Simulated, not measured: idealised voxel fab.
The following process module bears the name voxel spacer lines.
It is cross-section cut that appears here, measuring 145 nm in width, its square cells being 5 nm in size.
Notation: cross-section as square-cell grid; stated in bands, top first, going down; one or more cell rows per band. The band entry comprises the height of the band's top followed by the height of its bottom, expressed in nm, and subsequently the band's materials from left to right, each stated together with its width in nm. Where a single material is marked with the word "throughout", that material fills the band from edge to edge. The word "air" represents empty space. The reference from which all heights are counted is 0, the level beneath which the as-received wafer is entirely one material; the lowest band, having no lower bound, proceeds downward and is written after the example "0 nm and below". Per-row width for "30 to 40": begins at first number (top row of band), ends at second number (bottom row), increment between rows held constant. "no change", as given for a step, is the statement that not any cell of the cross-section underwent a change during that step. If an empty space has no open way to the top and is at least 8 cells in size, "Closed void list" lists it, written width x height at distance, where distance is measured from the left edge and every value is in nm. Step line, after settings: the simulator's comment on this step. "overlay nm", when on a step's line for a step with a mask, measures how far to the right of its planned place the mask lay; a negative measure means to the left.

The steps planned for the process are as follows:
- 1: op RECEIVE | material Si
- 2: op CONFORMAL_DEP | material Al2O3 | thk nm 5
- 3: op DIRECTIONAL_DEP | material TiN | thk nm 20
- 4: op DIRECTIONAL_DEP | material polySi | thk nm 30
- 5: op PATTERN | tone cover | mask id MANDREL | material resist | width nm 15 | pitch nm 50 | thk nm 35 | overlay nm 0
- 6: op DIRECTIONAL_ETCH | etch materials polySi | depth nm 30
- 7: op STRIP | etch materials resist
- 8: op CONFORMAL_DEP | material SiO2 | thk nm 10
- 9: op DIRECTIONAL_ETCH | etch materials SiO2 | depth nm 10
- 10: op STRIP | etch materials polySi
- 11: op DIRECTIONAL_ETCH | etch materials TiN | depth nm 20
- 12: op STRIP | etch materials SiO2
- 13: op FILL_DEP | material lowk | thk nm 5
- 14: op CMP | height nm 25

Here's what the wafer looked like in cross-section when it arrived - that's after step 1:
	0 nm and below | Si throughout
	Closed void list: none

Cross-sectional image of the first of two wafers at the end of the module, the run having proceeded as planned:
	25 nm to 5 nm | 5 of lowk, 10 of TiN, 15 of lowk, 10 of TiN, 15 of lowk, 10 of TiN, 15 of lowk, 10 of TiN, 15 of lowk, 10 of TiN, 15 of lowk, 10 of TiN, 5 of lowk
	5 nm to 0 nm | Al2O3 throughout
	0 nm and below | Si throughout
	Closed void list: none

Second of two wafers, module complete, sectioned: it shares the first wafer's start and plan but was run with one mistake:
	25 nm to 20 nm | lowk throughout
	20 nm to 0 nm | 5 of lowk, 10 of TiN, 15 of lowk, 10 of TiN, 15 of lowk, 10 of TiN, 15 of lowk, 10 of TiN, 15 of lowk, 10 of TiN, 15 of lowk, 10 of TiN, 5 of lowk
	0 nm and below | Si throughout
	Closed void list: none
In executing the process, a mistake was made relative to the plan: execution of step 2 of the plan did not take place, the step having been omitted
The closing comparison, in cells, has the second wafer with more or fewer of some materials than the first: 29 fewer of Al2O3 | 29 more of lowk
